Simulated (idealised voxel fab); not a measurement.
A process module follows: voxel quadruple lines.
Xsec cut, 285 nm wide, square cell size 5 nm.
A cross-section is written here as square cells arranged in a grid, and it is given in bands from the top down, each band taking up one or more rows of cells. Band entry format. Leading values: height of top, height of bottom, nm. Remainder: materials in left-to-right order, each with its width in nm. Special words: "edge to edge" on a single material, which then fills the band edge to edge; "empty", empty space. All heights in this document are referenced to 0, defined as the level beneath which the wafer, as received, consists entirely of one material. The lowest band is not bounded below; it extends indefinitely downward and is written in the form "0 nm and below". A width such as "30->40" changes by the same amount from each row of cells to the next, from the band's top row to its bottom row. Given "no alteration" for a step, no cell of the cross-section differs between before and after that step. What "Closed void table" gives you is every empty space of 8 cells or more that is cut off from the top. Each appears as width x height at distance, with the distance taken from the left edge and width, height and distance all in nm. The remark found on a step's line after its settings is issued by the simulator itself and pertains to that step. You can add "overlay nm" to a step's line. For a step with a mask, it describes how far the mask lay to the right of its planned position, and a negative number describes a lay to the left.
LISTED BELOW ARE THE PROCESS STEPS AS PLANNED
1) RECEIVE with material Si
2) CONFORMAL_DEP with material Al2O3, thk nm 5
3) DIRECTIONAL_DEP with material W, thk nm 15
4) DIRECTIONAL_DEP with material polySi, thk nm 20
5) DIRECTIONAL_DEP with material aC, thk nm 25
6) PATTERN with tone cover, mask id MANDREL, material resist, width nm 20, thk nm 30, overlay nm 0
7) DIRECTIONAL_ETCH with etch materials aC, depth nm 25
8) STRIP with etch materials resist
9) CONFORMAL_DEP with material SiO2, thk nm 10
10) DIRECTIONAL_ETCH with etch materials SiO2, depth nm 10
11) STRIP with etch materials aC
12) DIRECTIONAL_ETCH with etch materials polySi, depth nm 20
13) STRIP with etch materials SiO2
14) CONFORMAL_DEP with material SiN, thk nm 10
15) DIRECTIONAL_ETCH with etch materials SiN, depth nm 10
16) STRIP with etch materials polySi
17) DIRECTIONAL_ETCH with etch materials W, depth nm 15
18) STRIP with etch materials SiN
19) FILL_DEP with material lowk, thk nm 5
20) CMP with height nm 20
Wafer-to-wafer difference: width nm, step 6. Common start. Plan = first wafer's value.
CROSS-SECTION OF THE FIRST INCOMING WAFER OF SEVERAL, STATE AFTER STEP 1
* 0 nm and below = Si edge to edge
* Closed void table: none
FOR YOUR REFERENCE, THE TABLE IS ORGANIZED WITH A ROW PER WAFER; EACH ROW REFLECTS THE WAFER AT THE END OF THE MODULE, INDICATING FOR EACH MATERIAL THE CELLS GAINED (+) OR LOST (-) SINCE RECEIPT, AND THEREAFTER ITS CLOSED VOIDS
width nm 20 | +57 Al2O3 | +24 W | +147 lowk | Closed void table: none
width nm 25 | +57 Al2O3 | +24 W | +147 lowk | Closed void table: none
width nm 30 | +57 Al2O3 | +24 W | +147 lowk | Closed void table: none
width nm 35 | +57 Al2O3 | +24 W | +147 lowk | Closed void table: none
width nm 40 | +57 Al2O3 | +24 W | +147 lowk | Closed void table: none
width nm 45 | +57 Al2O3 | +24 W | +147 lowk | Closed void table: none
